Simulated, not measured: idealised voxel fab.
The process module presented herein is designated voxel ribs on slabs.
For reference, the cross-section in this document is cut, with width 270 nm and square cells of 5 nm.
This document writes a cross-section as a grid whose cells are square, and gives it as bands, listed from the top down; one or more rows of cells form a band. In this notation a band is specified by the heights of its top and bottom, in that order and in nm, after which its materials appear from left to right, each paired with its width in nm. The word "throughout" attached to a single material means that material fills the band from edge to edge; the word "air" stands for empty space. For the purposes of this specification, 0 denotes the height below which the wafer in its as-received condition is composed wholly of one material, and the lowermost band, lacking a lower limit, extends downward without end, as expressed in "0 down". The expression "30->40" gives the width at the extremes of the band, the first number at its top row of cells and the second at its bottom row, with the width changing by equal amounts from each row to the next in between. Take "no alterations made" at face value: in the step it is given for, the cross-section changed in none of its cells. Heads up: "Closed void listing" only lists the empty pockets with no open path to the top that are 8 cells or more, and it writes them as width x height at distance, distance from the left edge, in nm. It should be noted that, on the line of a given step, the content following the step's settings is a remark produced by the simulator itself with respect to that step. When a step includes a mask, the "overlay nm" setting on its line states how far to the right of its planned place that mask lay, and negative values state how far to the left.

-- The following list gives the planned process steps
1: RECEIVE: material Si
2: DIRECTIONAL_DEP: material SiO2, thk nm 30
3: DIRECTIONAL_DEP: material SiN, thk nm 20
4: MASKED_ETCH: tone cover, mask id RIB, width nm 20, etch materials SiN, depth nm 15, overlay nm 0
5: MASKED_ETCH: tone cover, mask id SLAB, width nm 50, etch materials SiN, depth nm 5, overlay nm 0
6: FILL_DEP: material SiO2, thk nm 20
7: CMP: height nm 65
8: DIRECTIONAL_DEP: material TiN, thk nm 5
9: DIRECTIONAL_DEP: material aC, thk nm 15
10: PATTERN: tone cover, mask id HEATER, material resist, width nm 30, thk nm 35, overlay nm 0
11: DIRECTIONAL_ETCH: etch materials aC, depth nm 15
12: STRIP: etch materials resist
13: DIRECTIONAL_ETCH: etch materials TiN, depth nm 5
14: STRIP: etch materials aC
15: CONFORMAL_DEP: material SiO2, thk nm 5

-- The first wafer of two, processed as planned

-- Wafer at receipt (post step 1), cross-section
- 0 down = Si throughout
- Closed void listing: none

-- Cross-section of the wafer after step 2
- 30 to 0 = SiO2 throughout
- Under the height 0 nothing was changed.

-- Cross-section of the wafer after step 3
- 50 to 30 = SiN throughout
- Under the height 30 nothing was changed.

-- Cross-section of the wafer after step 4
- 50 to 35 = 125 nm air / 20 nm SiN / 125 nm air
- Under the height 35 nothing was changed.

-- Cross-section of the wafer after step 5
- 50 to 35 = 125 nm air / 20 nm SiN / 125 nm air
- 35 to 30 = 110 nm air / 50 nm SiN / 110 nm air
- Under the height 30 nothing was changed.

-- Cross-section of the wafer after step 6
- 70 to 50 = SiO2 throughout
- 50 to 35 = 125 nm SiO2 / 20 nm SiN / 125 nm SiO2
- 35 to 30 = 110 nm SiO2 / 50 nm SiN / 110 nm SiO2
- Under the height 30 nothing was changed.

-- Cross-section of the wafer after step 7
- 65 to 50 = SiO2 throughout
- Under the height 50 nothing was changed.

-- Cross-section of the wafer after step 8
- 70 to 65 = TiN throughout
- Under the height 65 nothing was changed.

-- Cross-section of the wafer after step 9
- 85 to 70 = aC throughout
- Under the height 70 nothing was changed.

-- Cross-section of the wafer after step 10
- 120 to 85 = 120 nm air / 30 nm resist / 120 nm air
- Under the height 85 nothing was changed.

-- Cross-section of the wafer after step 11
- 105 to 85 = 120 nm air / 30 nm resist / 120 nm air
- 85 to 70 = 120 nm air / 30 nm aC / 120 nm air
- Under the height 70 nothing was changed.

-- Cross-section of the wafer after step 12
- 85 to 70 = 120 nm air / 30 nm aC / 120 nm air
- Under the height 70 nothing was changed.

-- Cross-section of the wafer after step 13
- 85 to 70 = 120 nm air / 30 nm aC / 120 nm air
- 70 to 65 = 120 nm air / 30 nm TiN / 120 nm air
- Under the height 65 nothing was changed.

-- Cross-section of the wafer after step 14
- 70 to 65 = 120 nm air / 30 nm TiN / 120 nm air
- Under the height 65 nothing was changed.

-- Cross-section of the wafer after step 15
- 75 to 70 = 115 nm air / 40 nm SiO2 / 115 nm air
- 70 to 65 = 120 nm SiO2 / 30 nm TiN / 120 nm SiO2
- Under the height 65 nothing was changed.

-- Now the other wafer: same start, same recipe, but we messed up one thing when running it. Up to and including step 4 it's the same as the first one

-- Second wafer, sectioned view, at step 5's planned end time
- 45 to 35 = 125 nm air / 20 nm SiN / 125 nm air
- 35 to 30 = 110 nm SiN / 15 nm air / 20 nm SiN / 15 nm air / 110 nm SiN
- Under the height 30 nothing was changed.

-- Second wafer, sectioned view, at step 6's planned end time
- 65 to 45 = SiO2 throughout
- 45 to 35 = 125 nm SiO2 / 20 nm SiN / 125 nm SiO2
- 35 to 30 = 110 nm SiN / 15 nm SiO2 / 20 nm SiN / 15 nm SiO2 / 110 nm SiN
- Under the height 30 nothing was changed.

Second wafer, sectioned view, at step 7's planned end time: no alterations made

-- Second wafer, sectioned view, at step 8's planned end time
- 70 to 65 = TiN throughout
- Under the height 65 nothing was changed.

-- Second wafer, sectioned view, at step 9's planned end time
- 85 to 70 = aC throughout
- Under the height 70 nothing was changed.

-- Second wafer, sectioned view, at step 10's planned end time
- 120 to 85 = 120 nm air / 30 nm resist / 120 nm air
- Under the height 85 nothing was changed.

-- Second wafer, sectioned view, at step 11's planned end time
- 105 to 85 = 120 nm air / 30 nm resist / 120 nm air
- 85 to 70 = 120 nm air / 30 nm aC / 120 nm air
- Under the height 70 nothing was changed.

-- Second wafer, sectioned view, at step 12's planned end time
- 85 to 70 = 120 nm air / 30 nm aC / 120 nm air
- Under the height 70 nothing was changed.

-- Second wafer, sectioned view, at step 13's planned end time
- 85 to 70 = 120 nm air / 30 nm aC / 120 nm air
- 70 to 65 = 120 nm air / 30 nm TiN / 120 nm air
- Under the height 65 nothing was changed.

-- Second wafer, sectioned view, at step 14's planned end time
- 70 to 65 = 120 nm air / 30 nm TiN / 120 nm air
- Under the height 65 nothing was changed.

-- Second wafer, sectioned view, at step 15's planned end time
- 75 to 70 = 115 nm air / 40 nm SiO2 / 115 nm air
- 70 to 65 = 120 nm SiO2 / 30 nm TiN / 120 nm SiO2
- Under the height 65 nothing was changed.
Want to know what went wrong? step 5, actual vs plan mismatch, actual run MASKED_ETCH: tone open, mask id SLAB, width nm 50, etch materials SiN, depth nm 5, overlay nm 0
Final tally in cells, some materials are higher or lower on the second wafer than on the first: SiN +34, SiO2 -34
